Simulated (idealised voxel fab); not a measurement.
Herein follows the process module entitled voxel capacitor over wiring.
We display cut, a cross-section 185 nm in width whose square cells are each 5 nm.
We lay out every cross-section as a grid of square cells and spell it out in bands from the top down, where one band means one or more rows of cells.
The entry gives the band's vertical extent as a top height and a bottom height in nm, then its horizontal make-up as materials from left to right, each with a width in nm. "air" stands for empty space; a single material marked "everywhere" fills the band edge to edge.
The level at which height equals 0 is the one under which the wafer, as it arrives, is entirely one material. No lower edge exists for the bottom band, which continues downward and is notated as in "z 0 and below".
A width given as "30->40" starts at the first number in the band's top row and ends at the second number in its bottom row, shifting by an equal amount at every step from row to row.
It should be understood that the words "nothing got changed", when stated for a given step, signify that the cross-section underwent no change in any of its cells during that step.
Sealed void inventory: empty space of 8 cells or more with no open way to the top, each as width x height at its distance from the left edge, in nm
Where a step's line continues beyond its settings, the continuation is a remark by the simulator itself on that step.
"overlay nm" on a masked step: distance the mask lay right of its planned place, negative for left.
Each pair below shows a cross-section before one step and the cross-section after it, down to the lowest band that changed. The line under each pair gives the step between them, with its settings. The pairs can come from different runs of this module on the same starting wafer, so a pair continues from the pair above only where its "Pre-step geometry" says so.

Pre-step geometry
* z 120 to 90  35 nm air, then 85 nm resist, then 65 nm air
* z 90 to 80  35 nm air, then 5 nm resist, then 75 nm aC, then 5 nm resist, then 65 nm air
* z 80 to 75  aC everywhere
* z 75 to 70  40 nm aC, then 75 nm TiN, then 70 nm aC
* z 70 to 65  40 nm aC, then 75 nm HfO2, then 70 nm aC
* z 65 to 55  TiN everywhere
* z 55 to 40  40 nm lowk, then 5 nm TiN, then 5 nm Cu, then 5 nm TiN, then 130 nm lowk
* z 40 to 35  40 nm SiCN, then 15 nm TiN, then 130 nm SiCN
* z 35 to 30  25 nm SiO2, then 30 nm TiN, then 70 nm SiO2, then 30 nm TiN, then 30 nm SiO2
* z 30 to 0  SiO2 everywhere
* z 0 and below  Si everywhere
* Sealed void inventory: none

As Processed
* z 105 to 90  35 nm air, then 85 nm resist, then 65 nm air
* z 90 to 80  35 nm air, then 5 nm resist, then 75 nm aC, then 5 nm resist, then 65 nm air
* z 80 to 75  35 nm air, then 85 nm aC, then 65 nm air
* z 75 to 70  35 nm air, then 5 nm aC, then 75 nm TiN, then 5 nm aC, then 65 nm air
* z 70 to 65  35 nm air, then 5 nm aC, then 75 nm HfO2, then 5 nm aC, then 65 nm air
* Under 65: no change, same as before.
* Sealed void inventory: none
Applied between the two views above: DIRECTIONAL_ETCH,etch materials aC,depth nm 15

Pre-step geometry: it's just the after picture from the pair right above this one.

As Processed
* z 90 to 80  40 nm air, then 75 nm aC, then 70 nm air
* Under 80: no change, same as before.
* Sealed void inventory: none
Applied between the two views above: STRIP,etch materials resist

Pre-step geometry: it's just the after picture from the pair right above this one.

As Processed
* z 90 to 80  40 nm air, then 75 nm aC, then 70 nm air
* z 80 to 75  35 nm air, then 85 nm aC, then 65 nm air
* z 75 to 70  35 nm air, then 5 nm aC, then 75 nm TiN, then 5 nm aC, then 65 nm air
* z 70 to 65  35 nm air, then 5 nm aC, then 75 nm HfO2, then 5 nm aC, then 65 nm air
* z 65 to 55  35 nm air, then 85 nm TiN, then 65 nm air
* Under 55: no change, same as before.
* Sealed void inventory: none
Applied between the two views above: DIRECTIONAL_ETCH,etch materials TiN,depth nm 10

Pre-step geometry: it's just the after picture from the pair right above this one.

As Processed
* z 75 to 70  40 nm air, then 75 nm TiN, then 70 nm air
* z 70 to 65  40 nm air, then 75 nm HfO2, then 70 nm air
* Under 65: no change, same as before.
* Sealed void inventory: none
Applied between the two views above: STRIP,etch materials aC

Pre-step geometry: it's just the after picture from the pair right above this one.

As Processed
* z 95 to 75  SiO2 everywhere
* z 75 to 70  40 nm SiO2, then 75 nm TiN, then 70 nm SiO2
* z 70 to 65  40 nm SiO2, then 75 nm HfO2, then 70 nm SiO2
* z 65 to 55  35 nm SiO2, then 85 nm TiN, then 65 nm SiO2
* Under 55: no change, same as before.
* Sealed void inventory: none
Applied between the two views above: FILL_DEP,material SiO2,thk nm 20

Pre-step geometry: it's just the after picture from the pair right above this one.

As Processed
* z 90 to 75  SiO2 everywhere
* Under 75: no change, same as before.
* Sealed void inventory: none
Applied between the two views above: CMP,height nm 90

Pre-step geometry: it's just the after picture from the pair right above this one.

As Processed
* z 90 to 75  50 nm SiO2, then 15 nm air, then 120 nm SiO2
* Under 75: no change, same as before.
* Sealed void inventory: none
Applied between the two views above: MASKED_ETCH,tone open,mask id PLUG_2,width nm 15,etch materials SiO2,depth nm 15,overlay nm 0

Pre-step geometry: it's just the after picture from the pair right above this one.

As Processed
* z 95 to 90  55 nm TiN, then 5 nm air, then 125 nm TiN
* z 90 to 80  50 nm SiO2, then 5 nm TiN, then 5 nm air, then 5 nm TiN, then 120 nm SiO2
* z 80 to 70  50->40 nm SiO2, then 15->75 nm TiN, then 120->70 nm SiO2
* Under 70: no change, same as before.
* Sealed void inventory: none
Applied between the two views above: CONFORMAL_DEP,material TiN,thk nm 5

Pre-step geometry: it's just the after picture from the pair right above this one.

As Processed
* z 100 to 95  Ru everywhere
* z 95 to 90  55 nm TiN, then 5 nm Ru, then 125 nm TiN
* z 90 to 80  50 nm SiO2, then 5 nm TiN, then 5 nm Ru, then 5 nm TiN, then 120 nm SiO2
* Under 80: no change, same as before.
* Sealed void inventory: none
Applied between the two views above: FILL_DEP,material Ru,thk nm 5

Pre-step geometry: it's just the after picture from the pair right above this one.

As Processed
* z 90 to 80  50 nm SiO2, then 5 nm TiN, then 5 nm Ru, then 5 nm TiN, then 120 nm SiO2
* Under 80: no change, same as before.
* Sealed void inventory: none
Applied between the two views above: CMP,height nm 90

Pre-step geometry: it's just the after picture from the pair right above this one.

As Processed
* z 95 to 90  SiCN everywhere
* Under 90: no change, same as before.
* Sealed void inventory: none
Applied between the two views above: CONFORMAL_DEP,material SiCN,thk nm 5

Pre-step geometry
* z 65 to 55  TiN everywhere
* z 55 to 40  40 nm lowk, then 5 nm TiN, then 5 nm Cu, then 5 nm TiN, then 130 nm lowk
* z 40 to 35  40 nm SiCN, then 15 nm TiN, then 130 nm SiCN
* z 35 to 20  25 nm SiO2, then 30 nm Ru, then 70 nm SiO2, then 30 nm Ru, then 30 nm SiO2
* z 20 to 15  25 nm SiO2, then 30 nm TiN, then 70 nm SiO2, then 30 nm TiN, then 30 nm SiO2
* z 15 to 0  SiO2 everywhere
* z 0 and below  Si everywhere
* Sealed void inventory: none

As Processed
* z 70 to 55  TiN everywhere
* Under 55: no change, same as before.
* Sealed void inventory: none
Applied between the two views above: DIRECTIONAL_DEP,material TiN,thk nm 5

Pre-step geometry: it's just the after picture from the pair right above this one.

As Processed
* z 75 to 70  HfO2 everywhere
* Under 70: no change, same as before.
* Sealed void inventory: none
Applied between the two views above: DIRECTIONAL_DEP,material HfO2,thk nm 5

Pre-step geometry: it's just the after picture from the pair right above this one.

As Processed
* z 85 to 75  aC everywhere
* Under 75: no change, same as before.
* Sealed void inventory: none
Applied between the two views above: DIRECTIONAL_DEP,material aC,thk nm 10

Pre-step geometry: it's just the after picture from the pair right above this one.

As Processed
* z 115 to 85  40 nm air, then 75 nm resist, then 70 nm air
* Under 85: no change, same as before.
* Sealed void inventory: none
Applied between the two views above: PATTERN,tone cover,mask id UPPER_PLATE,material resist,width nm 75,thk nm 30,overlay nm 0

Pre-step geometry: it's just the after picture from the pair right above this one.

As Processed
* z 105 to 85  40 nm air, then 75 nm resist, then 70 nm air
* z 85 to 75  40 nm air, then 75 nm aC, then 70 nm air
* Under 75: no change, same as before.
* Sealed void inventory: none
Applied between the two views above: DIRECTIONAL_ETCH,etch materials aC,depth nm 10

Pre-step geometry: it's just the after picture from the pair right above this one.

As Processed
* z 85 to 75  40 nm air, then 75 nm aC, then 70 nm air
* Under 75: no change, same as before.
* Sealed void inventory: none
Applied between the two views above: STRIP,etch materials resist

Pre-step geometry: it's just the after picture from the pair right above this one.

As Processed
* z 85 to 75  40 nm air, then 75 nm aC, then 70 nm air
* z 75 to 70  40 nm air, then 75 nm HfO2, then 70 nm air
* Under 70: no change, same as before.
* Sealed void inventory: none
Applied between the two views above: DIRECTIONAL_ETCH,etch materials HfO2,depth nm 5

Pre-step geometry: it's just the after picture from the pair right above this one.

As Processed
* z 75 to 70  40 nm air, then 75 nm HfO2, then 70 nm air
* Under 70: no change, same as before.
* Sealed void inventory: none
Applied between the two views above: STRIP,etch materials aC

Pre-step geometry: it's just the after picture from the pair right above this one.

As Processed
* z 90 to 85  40 nm air, then 75 nm aC, then 70 nm air
* z 85 to 75  aC everywhere
* z 75 to 70  40 nm aC, then 75 nm HfO2, then 70 nm aC
* Under 70: no change, same as before.
* Sealed void inventory: none
Applied between the two views above: DIRECTIONAL_DEP,material aC,thk nm 15

Pre-step geometry: it's just the after picture from the pair right above this one.

As Processed
* z 120 to 90  35 nm air, then 85 nm resist, then 65 nm air
* z 90 to 85  35 nm air, then 5 nm resist, then 75 nm aC, then 5 nm resist, then 65 nm air
* Under 85: no change, same as before.
* Sealed void inventory: none
Applied between the two views above: PATTERN,tone cover,mask id LOWER_PLATE,material resist,width nm 85,thk nm 30,overlay nm 0

Pre-step geometry: it's just the after picture from the pair right above this one.

As Processed
* z 105 to 90  35 nm air, then 85 nm resist, then 65 nm air
* z 90 to 85  35 nm air, then 5 nm resist, then 75 nm aC, then 5 nm resist, then 65 nm air
* z 85 to 75  35 nm air, then 85 nm aC, then 65 nm air
* z 75 to 70  35 nm air, then 5 nm aC, then 75 nm HfO2, then 5 nm aC, then 65 nm air
* Under 70: no change, same as before.
* Sealed void inventory: none
Applied between the two views above: DIRECTIONAL_ETCH,etch materials aC,depth nm 15

Pre-step geometry: it's just the after picture from the pair right above this one.

As Processed
* z 90 to 85  40 nm air, then 75 nm aC, then 70 nm air
* Under 85: no change, same as before.
* Sealed void inventory: none
Applied between the two views above: STRIP,etch materials resist

Pre-step geometry: it's just the after picture from the pair right above this one.

As Processed
* z 90 to 85  40 nm air, then 75 nm aC, then 70 nm air
* z 85 to 75  35 nm air, then 85 nm aC, then 65 nm air
* z 75 to 70  35 nm air, then 5 nm aC, then 75 nm HfO2, then 5 nm aC, then 65 nm air
* z 70 to 60  35 nm air, then 85 nm TiN, then 65 nm air
* Under 60: no change, same as before.
* Sealed void inventory: none
Applied between the two views above: DIRECTIONAL_ETCH,etch materials TiN,depth nm 10

Pre-step geometry: it's just the after picture from the pair right above this one.

As Processed
* z 75 to 70  40 nm air, then 75 nm HfO2, then 70 nm air
* Under 70: no change, same as before.
* Sealed void inventory: none
Applied between the two views above: STRIP,etch materials aC

Pre-step geometry: it's just the after picture from the pair right above this one.

As Processed
* z 95 to 75  SiO2 everywhere
* z 75 to 70  40 nm SiO2, then 75 nm HfO2, then 70 nm SiO2
* z 70 to 60  35 nm SiO2, then 85 nm TiN, then 65 nm SiO2
* Under 60: no change, same as before.
* Sealed void inventory: none
Applied between the two views above: FILL_DEP,material SiO2,thk nm 20

Pre-step geometry: it's just the after picture from the pair right above this one.

As Processed
* z 90 to 75  SiO2 everywhere
* Under 75: no change, same as before.
* Sealed void inventory: none
Applied between the two views above: CMP,height nm 90

Pre-step geometry: it's just the after picture from the pair right above this one.

As Processed
* z 90 to 75  50 nm SiO2, then 15 nm air, then 120 nm SiO2
* Under 75: no change, same as before.
* Sealed void inventory: none
Applied between the two views above: MASKED_ETCH,tone open,mask id PLUG_2,width nm 15,etch materials SiO2,depth nm 15,overlay nm 0

Pre-step geometry: it's just the after picture from the pair right above this one.

As Processed
* z 95 to 90  55 nm TiN, then 5 nm air, then 125 nm TiN
* z 90 to 80  50 nm SiO2, then 5 nm TiN, then 5 nm air, then 5 nm TiN, then 120 nm SiO2
* z 80 to 75  50 nm SiO2, then 15 nm TiN, then 120 nm SiO2
* Under 75: no change, same as before.
* Sealed void inventory: none
Applied between the two views above: CONFORMAL_DEP,material TiN,thk nm 5

Pre-step geometry: it's just the after picture from the pair right above this one.

As Processed
* z 100 to 95  Ru everywhere
* z 95 to 90  55 nm TiN, then 5 nm Ru, then 125 nm TiN
* z 90 to 80  50 nm SiO2, then 5 nm TiN, then 5 nm Ru, then 5 nm TiN, then 120 nm SiO2
* Under 80: no change, same as before.
* Sealed void inventory: none
Applied between the two views above: FILL_DEP,material Ru,thk nm 5

Pre-step geometry: it's just the after picture from the pair right above this one.

As Processed
* z 90 to 80  50 nm SiO2, then 5 nm TiN, then 5 nm Ru, then 5 nm TiN, then 120 nm SiO2
* Under 80: no change, same as before.
* Sealed void inventory: none
Applied between the two views above: CMP,height nm 90

Pre-step geometry: it's just the after picture from the pair right above this one.

As Processed
* z 95 to 90  SiCN everywhere
* Under 90: no change, same as before.
* Sealed void inventory: none
Applied between the two views above: CONFORMAL_DEP,material SiCN,thk nm 5

Pre-step geometry
* z 40 to 35  SiO2 everywhere
* z 35 to 20  25 nm SiO2, then 30 nm Ru, then 70 nm SiO2, then 30 nm Ru, then 30 nm SiO2
* z 20 to 15  25 nm SiO2, then 30 nm TiN, then 70 nm SiO2, then 30 nm TiN, then 30 nm SiO2
* z 15 to 0  SiO2 everywhere
* z 0 and below  Si everywhere
* Sealed void inventory: none

As Processed
* z 25 to 20  25 nm SiO2, then 30 nm Ru, then 70 nm SiO2, then 30 nm Ru, then 30 nm SiO2
* Under 20: no change, same as before.
* Sealed void inventory: none
Applied between the two views above: CMP,height nm 25

Pre-step geometry: it's just the after picture from the pair right above this one.

As Processed
* z 30 to 25  SiCN everywhere
* Under 25: no change, same as before.
* Sealed void inventory: none
Applied between the two views above: CONFORMAL_DEP,material SiCN,thk nm 5

Pre-step geometry: it's just the after picture from the pair right above this one.

As Processed
* z 45 to 30  lowk everywhere
* Under 30: no change, same as before.
* Sealed void inventory: none
Applied between the two views above: DIRECTIONAL_DEP,material lowk,thk nm 15

Pre-step geometry: it's just the after picture from the pair right above this one.

As Processed
* z 60 to 45  aC everywhere
* Under 45: no change, same as before.
* Sealed void inventory: none
Applied between the two views above: DIRECTIONAL_DEP,material aC,thk nm 15

Pre-step geometry: it's just the after picture from the pair right above this one.

As Processed
* z 95 to 60  40 nm resist, then 15 nm air, then 130 nm resist
* Under 60: no change, same as before.
* Sealed void inventory: none
Applied between the two views above: PATTERN,tone open,mask id PLUG_1,material resist,width nm 15,thk nm 35,overlay nm 0

Pre-step geometry: it's just the after picture from the pair right above this one.

As Processed
* z 80 to 60  40 nm resist, then 15 nm air, then 130 nm resist
* z 60 to 45  40 nm aC, then 15 nm air, then 130 nm aC
* Under 45: no change, same as before.
* Sealed void inventory: none
Applied between the two views above: DIRECTIONAL_ETCH,etch materials aC,depth nm 15

Pre-step geometry: it's just the after picture from the pair right above this one.

As Processed
* z 60 to 45  40 nm aC, then 15 nm air, then 130 nm aC
* Under 45: no change, same as before.
* Sealed void inventory: none
Applied between the two views above: STRIP,etch materials resist

Pre-step geometry: it's just the after picture from the pair right above this one.

As Processed
* z 60 to 45  40 nm aC, then 15 nm air, then 130 nm aC
* z 45 to 30  40 nm lowk, then 15 nm air, then 130 nm lowk
* Under 30: no change, same as before.
* Sealed void inventory: none
Applied between the two views above: DIRECTIONAL_ETCH,etch materials lowk,depth nm 15

Pre-step geometry: it's just the after picture from the pair right above this one.

As Processed
* z 60 to 45  40 nm aC, then 15 nm air, then 130 nm aC
* z 45 to 30  40 nm lowk, then 15 nm air, then 130 nm lowk
* z 30 to 25  40 nm SiCN, then 15 nm air, then 130 nm SiCN
* Under 25: no change, same as before.
* Sealed void inventory: none
Applied between the two views above: DIRECTIONAL_ETCH,etch materials SiCN,depth nm 5

Pre-step geometry: it's just the after picture from the pair right above this one.

As Processed
* z 45 to 30  40 nm lowk, then 15 nm air, then 130 nm lowk
* Under 30: no change, same as before.
* Sealed void inventory: none
Applied between the two views above: STRIP,etch materials aC

Pre-step geometry: it's just the after picture from the pair right above this one.

As Processed
* z 50 to 45  45 nm TiN, then 5 nm air, then 135 nm TiN
* z 45 to 30  40 nm lowk, then 5 nm TiN, then 5 nm air, then 5 nm TiN, then 130 nm lowk
* z 30 to 25  40 nm SiCN, then 15 nm TiN, then 130 nm SiCN
* Under 25: no change, same as before.
* Sealed void inventory: none
Applied between the two views above: CONFORMAL_DEP,material TiN,thk nm 5

Pre-step geometry: it's just the after picture from the pair right above this one.

As Processed
* z 55 to 50  Cu everywhere
* z 50 to 45  45 nm TiN, then 5 nm Cu, then 135 nm TiN
* z 45 to 30  40 nm lowk, then 5 nm TiN, then 5 nm Cu, then 5 nm TiN, then 130 nm lowk
* Under 30: no change, same as before.
* Sealed void inventory: none
Applied between the two views above: FILL_DEP,material Cu,thk nm 5

Pre-step geometry: it's just the after picture from the pair right above this one.

As Processed
* z 65 to 55  TiN everywhere
* Under 55: no change, same as before.
* Sealed void inventory: none
Applied between the two views above: DIRECTIONAL_DEP,material TiN,thk nm 10

Pre-step geometry: it's just the after picture from the pair right above this one.

As Processed
* z 70 to 65  HfO2 everywhere
* Under 65: no change, same as before.
* Sealed void inventory: none
Applied between the two views above: DIRECTIONAL_DEP,material HfO2,thk nm 5

Pre-step geometry: it's just the after picture from the pair right above this one.

As Processed
* z 75 to 70  TiN everywhere
* Under 70: no change, same as before.
* Sealed void inventory: none
Applied between the two views above: DIRECTIONAL_DEP,material TiN,thk nm 5

Pre-step geometry: it's just the after picture from the pair right above this one.

As Processed
* z 85 to 75  aC everywhere
* Under 75: no change, same as before.
* Sealed void inventory: none
Applied between the two views above: DIRECTIONAL_DEP,material aC,thk nm 10

Pre-step geometry: it's just the after picture from the pair right above this one.

As Processed
* z 115 to 85  40 nm air, then 75 nm resist, then 70 nm air
* Under 85: no change, same as before.
* Sealed void inventory: none
Applied between the two views above: PATTERN,tone cover,mask id UPPER_PLATE,material resist,width nm 75,thk nm 30,overlay nm 0

Pre-step geometry: it's just the after picture from the pair right above this one.

As Processed
* z 105 to 85  40 nm air, then 75 nm resist, then 70 nm air
* z 85 to 75  40 nm air, then 75 nm aC, then 70 nm air
* Under 75: no change, same as before.
* Sealed void inventory: none
Applied between the two views above: DIRECTIONAL_ETCH,etch materials aC,depth nm 10

Pre-step geometry: it's just the after picture from the pair right above this one.

As Processed
* z 85 to 75  40 nm air, then 75 nm aC, then 70 nm air
* Under 75: no change, same as before.
* Sealed void inventory: none
Applied between the two views above: STRIP,etch materials resist

Pre-step geometry: it's just the after picture from the pair right above this one.

As Processed
* z 85 to 75  40 nm air, then 75 nm aC, then 70 nm air
* z 75 to 70  40 nm air, then 75 nm TiN, then 70 nm air
* Under 70: no change, same as before.
* Sealed void inventory: none
Applied between the two views above: DIRECTIONAL_ETCH,etch materials TiN,depth nm 5

Pre-step geometry: it's just the after picture from the pair right above this one.

As Processed
* z 85 to 75  40 nm air, then 75 nm aC, then 70 nm air
* z 75 to 70  40 nm air, then 75 nm TiN, then 70 nm air
* z 70 to 65  40 nm air, then 75 nm HfO2, then 70 nm air
* Under 65: no change, same as before.
* Sealed void inventory: none
Applied between the two views above: DIRECTIONAL_ETCH,etch materials HfO2,depth nm 5

Pre-step geometry: it's just the after picture from the pair right above this one.

As Processed
* z 75 to 70  40 nm air, then 75 nm TiN, then 70 nm air
* Under 70: no change, same as before.
* Sealed void inventory: none
Applied between the two views above: STRIP,etch materials aC

Pre-step geometry: it's just the after picture from the pair right above this one.

As Processed
* z 90 to 80  40 nm air, then 75 nm aC, then 70 nm air
* z 80 to 75  aC everywhere
* z 75 to 70  40 nm aC, then 75 nm TiN, then 70 nm aC
* z 70 to 65  40 nm aC, then 75 nm HfO2, then 70 nm aC
* Under 65: no change, same as before.
* Sealed void inventory: none
Applied between the two views above: DIRECTIONAL_DEP,material aC,thk nm 15

Pre-step geometry: it's just the after picture from the pair right above this one.

As Processed
* z 120 to 90  35 nm air, then 85 nm resist, then 65 nm air
* z 90 to 80  35 nm air, then 5 nm resist, then 75 nm aC, then 5 nm resist, then 65 nm air
* Under 80: no change, same as before.
* Sealed void inventory: none
Applied between the two views above: PATTERN,tone cover,mask id LOWER_PLATE,material resist,width nm 85,thk nm 30,overlay nm 0

Pre-step geometry: it's just the after picture from the pair right above this one.

As Processed
* z 105 to 90  35 nm air, then 85 nm resist, then 65 nm air
* z 90 to 80  35 nm air, then 5 nm resist, then 75 nm aC, then 5 nm resist, then 65 nm air
* z 80 to 75  35 nm air, then 85 nm aC, then 65 nm air
* z 75 to 70  35 nm air, then 5 nm aC, then 75 nm TiN, then 5 nm aC, then 65 nm air
* z 70 to 65  35 nm air, then 5 nm aC, then 75 nm HfO2, then 5 nm aC, then 65 nm air
* Under 65: no change, same as before.
* Sealed void inventory: none
Applied between the two views above: DIRECTIONAL_ETCH,etch materials aC,depth nm 15

Pre-step geometry: it's just the after picture from the pair right above this one.

As Processed
* z 90 to 80  40 nm air, then 75 nm aC, then 70 nm air
* Under 80: no change, same as before.
* Sealed void inventory: none
Applied between the two views above: STRIP,etch materials resist

Pre-step geometry: it's just the after picture from the pair right above this one.

As Processed
* z 90 to 80  40 nm air, then 75 nm aC, then 70 nm air
* z 80 to 75  35 nm air, then 85 nm aC, then 65 nm air
* z 75 to 70  35 nm air, then 5 nm aC, then 75 nm TiN, then 5 nm aC, then 65 nm air
* z 70 to 65  35 nm air, then 5 nm aC, then 75 nm HfO2, then 5 nm aC, then 65 nm air
* z 65 to 55  35 nm air, then 85 nm TiN, then 65 nm air
* Under 55: no change, same as before.
* Sealed void inventory: none
Applied between the two views above: DIRECTIONAL_ETCH,etch materials TiN,depth nm 10

Pre-step geometry: it's just the after picture from the pair right above this one.

As Processed
* z 75 to 70  40 nm air, then 75 nm TiN, then 70 nm air
* z 70 to 65  40 nm air, then 75 nm HfO2, then 70 nm air
* Under 65: no change, same as before.
* Sealed void inventory: none
Applied between the two views above: STRIP,etch materials aC

Pre-step geometry: it's just the after picture from the pair right above this one.

As Processed
* z 95 to 75  SiO2 everywhere
* z 75 to 70  40 nm SiO2, then 75 nm TiN, then 70 nm SiO2
* z 70 to 65  40 nm SiO2, then 75 nm HfO2, then 70 nm SiO2
* z 65 to 55  35 nm SiO2, then 85 nm TiN, then 65 nm SiO2
* Under 55: no change, same as before.
* Sealed void inventory: none
Applied between the two views above: FILL_DEP,material SiO2,thk nm 20

Pre-step geometry: it's just the after picture from the pair right above this one.

As Processed
* z 90 to 75  SiO2 everywhere
* Under 75: no change, same as before.
* Sealed void inventory: none
Applied between the two views above: CMP,height nm 90

Pre-step geometry: it's just the after picture from the pair right above this one.

As Processed
* z 90 to 75  50 nm SiO2, then 15 nm air, then 120 nm SiO2
* Under 75: no change, same as before.
* Sealed void inventory: none
Applied between the two views above: MASKED_ETCH,tone open,mask id PLUG_2,width nm 15,etch materials SiO2,depth nm 15,overlay nm 0

Pre-step geometry: it's just the after picture from the pair right above this one.

As Processed
* z 95 to 90  55 nm TiN, then 5 nm air, then 125 nm TiN
* z 90 to 80  50 nm SiO2, then 5 nm TiN, then 5 nm air, then 5 nm TiN, then 120 nm SiO2
* z 80 to 70  50->40 nm SiO2, then 15->75 nm TiN, then 120->70 nm SiO2
* Under 70: no change, same as before.
* Sealed void inventory: none
Applied between the two views above: CONFORMAL_DEP,material TiN,thk nm 5

Pre-step geometry: it's just the after picture from the pair right above this one.

As Processed
* z 100 to 95  Ru everywhere
* z 95 to 90  55 nm TiN, then 5 nm Ru, then 125 nm TiN
* z 90 to 80  50 nm SiO2, then 5 nm TiN, then 5 nm Ru, then 5 nm TiN, then 120 nm SiO2
* Under 80: no change, same as before.
* Sealed void inventory: none
Applied between the two views above: FILL_DEP,material Ru,thk nm 5

Pre-step geometry: it's just the after picture from the pair right above this one.

As Processed
* z 90 to 80  50 nm SiO2, then 5 nm TiN, then 5 nm Ru, then 5 nm TiN, then 120 nm SiO2
* Under 80: no change, same as before.
* Sealed void inventory: none
Applied between the two views above: CMP,height nm 90

Pre-step geometry: it's just the after picture from the pair right above this one.

As Processed
* z 95 to 90  SiCN everywhere
* Under 90: no change, same as before.
* Sealed void inventory: none
Applied between the two views above: CONFORMAL_DEP,material SiCN,thk nm 5

Pre-step geometry
* z 90 to 75  SiO2 everywhere
* z 75 to 70  40 nm SiO2, then 75 nm TiN, then 70 nm SiO2
* z 70 to 65  40 nm SiO2, then 75 nm HfO2, then 70 nm SiO2
* z 65 to 55  35 nm SiO2, then 85 nm TiN, then 65 nm SiO2
* z 55 to 40  40 nm lowk, then 5 nm TiN, then 5 nm Cu, then 5 nm TiN, then 130 nm lowk
* z 40 to 35  40 nm SiCN, then 15 nm TiN, then 130 nm SiCN
* z 35 to 20  25 nm SiO2, then 30 nm Ru, then 70 nm SiO2, then 30 nm Ru, then 30 nm SiO2
* z 20 to 15  25 nm SiO2, then 30 nm TiN, then 70 nm SiO2, then 30 nm TiN, then 30 nm SiO2
* z 15 to 0  SiO2 everywhere
* z 0 and below  Si everywhere
* Sealed void inventory: none

As Processed
* z 90 to 75  45 nm SiO2, then 25 nm air, then 115 nm SiO2
* Under 75: no change, same as before.
* Sealed void inventory: none
Applied between the two views above: MASKED_ETCH,tone open,mask id PLUG_2,width nm 25,etch materials SiO2,depth nm 15,overlay nm 0

Pre-step geometry: it's just the after picture from the pair right above this one.

As Processed
* z 95 to 90  50 nm TiN, then 15 nm air, then 120 nm TiN
* z 90 to 80  45 nm SiO2, then 5 nm TiN, then 15 nm air, then 5 nm TiN, then 115 nm SiO2
* z 80 to 70  45->40 nm SiO2, then 25->75 nm TiN, then 115->70 nm SiO2
* Under 70: no change, same as before.
* Sealed void inventory: none
Applied between the two views above: CONFORMAL_DEP,material TiN,thk nm 5

Pre-step geometry: it's just the after picture from the pair right above this one.

As Processed
* z 100 to 95  Ru everywhere
* z 95 to 90  50 nm TiN, then 15 nm Ru, then 120 nm TiN
* z 90 to 80  45 nm SiO2, then 5 nm TiN, then 15 nm Ru, then 5 nm TiN, then 115 nm SiO2
* Under 80: no change, same as before.
* Sealed void inventory: none
Applied between the two views above: FILL_DEP,material Ru,thk nm 5

Pre-step geometry: it's just the after picture from the pair right above this one.

As Processed
* z 90 to 80  45 nm SiO2, then 5 nm TiN, then 15 nm Ru, then 5 nm TiN, then 115 nm SiO2
* Under 80: no change, same as before.
* Sealed void inventory: none
Applied between the two views above: CMP,height nm 90

Pre-step geometry: it's just the after picture from the pair right above this one.

As Processed
* z 95 to 90  SiCN everywhere
* Under 90: no change, same as before.
* Sealed void inventory: none
Applied between the two views above: CONFORMAL_DEP,material SiCN,thk nm 5

Pre-step geometry
* z 35 to 20  Ru everywhere
* z 20 to 15  TiN everywhere
* z 15 to 0  SiO2 everywhere
* z 0 and below  Si everywhere
* Sealed void inventory: none

As Processed
* z 35 to 20  30 nm air, then 30 nm Ru, then 70 nm air, then 30 nm Ru, then 25 nm air
* Under 20: no change, same as before.
* Sealed void inventory: none
Applied between the two views above: MASKED_ETCH,tone cover,mask id METAL_1,width nm 30,pitch nm 100,etch materials Ru,depth nm 15,overlay nm 5

Pre-step geometry: it's just the after picture from the pair right above this one.

As Processed
* z 35 to 20  30 nm air, then 30 nm Ru, then 70 nm air, then 30 nm Ru, then 25 nm air
* z 20 to 15  25 nm air, then 35 nm TiN, then 65 nm air, then 35 nm TiN, then 25 nm air
* Under 15: no change, same as before.
* Sealed void inventory: none
Applied between the two views above: MASKED_ETCH,tone cover,mask id METAL_1,width nm 30,pitch nm 100,etch materials TiN,depth nm 5,overlay nm 0

Pre-step geometry: it's just the after picture from the pair right above this one.

As Processed
* z 40 to 35  SiO2 everywhere
* z 35 to 20  30 nm SiO2, then 30 nm Ru, then 70 nm SiO2, then 30 nm Ru, then 25 nm SiO2
* z 20 to 15  25 nm SiO2, then 35 nm TiN, then 65 nm SiO2, then 35 nm TiN, then 25 nm SiO2
* Under 15: no change, same as before.
* Sealed void inventory: none
Applied between the two views above: FILL_DEP,material SiO2,thk nm 5

Pre-step geometry: it's just the after picture from the pair right above this one.

As Processed
* z 35 to 20  30 nm SiO2, then 30 nm Ru, then 70 nm SiO2, then 30 nm Ru, then 25 nm SiO2
* Under 20: no change, same as before.
* Sealed void inventory: none
Applied between the two views above: CMP,height nm 35

Pre-step geometry: it's just the after picture from the pair right above this one.

As Processed
* z 40 to 35  SiCN everywhere
* Under 35: no change, same as before.
* Sealed void inventory: none
Applied between the two views above: CONFORMAL_DEP,material SiCN,thk nm 5

Pre-step geometry: it's just the after picture from the pair right above this one.

As Processed
* z 55 to 40  lowk everywhere
* Under 40: no change, same as before.
* Sealed void inventory: none
Applied between the two views above: DIRECTIONAL_DEP,material lowk,thk nm 15

Pre-step geometry: it's just the after picture from the pair right above this one.

As Processed
* z 70 to 55  aC everywhere
* Under 55: no change, same as before.
* Sealed void inventory: none
Applied between the two views above: DIRECTIONAL_DEP,material aC,thk nm 15

Pre-step geometry: it's just the after picture from the pair right above this one.

As Processed
* z 105 to 70  40 nm resist, then 15 nm air, then 130 nm resist
* Under 70: no change, same as before.
* Sealed void inventory: none
Applied between the two views above: PATTERN,tone open,mask id PLUG_1,material resist,width nm 15,thk nm 35,overlay nm 0

Pre-step geometry: it's just the after picture from the pair right above this one.

As Processed
* z 90 to 70  40 nm resist, then 15 nm air, then 130 nm resist
* z 70 to 55  40 nm aC, then 15 nm air, then 130 nm aC
* Under 55: no change, same as before.
* Sealed void inventory: none
Applied between the two views above: DIRECTIONAL_ETCH,etch materials aC,depth nm 15

Pre-step geometry: it's just the after picture from the pair right above this one.

As Processed
* z 70 to 55  40 nm aC, then 15 nm air, then 130 nm aC
* Under 55: no change, same as before.
* Sealed void inventory: none
Applied between the two views above: STRIP,etch materials resist

Pre-step geometry: it's just the after picture from the pair right above this one.

As Processed
* z 70 to 55  40 nm aC, then 15 nm air, then 130 nm aC
* z 55 to 40  40 nm lowk, then 15 nm air, then 130 nm lowk
* Under 40: no change, same as before.
* Sealed void inventory: none
Applied between the two views above: DIRECTIONAL_ETCH,etch materials lowk,depth nm 15
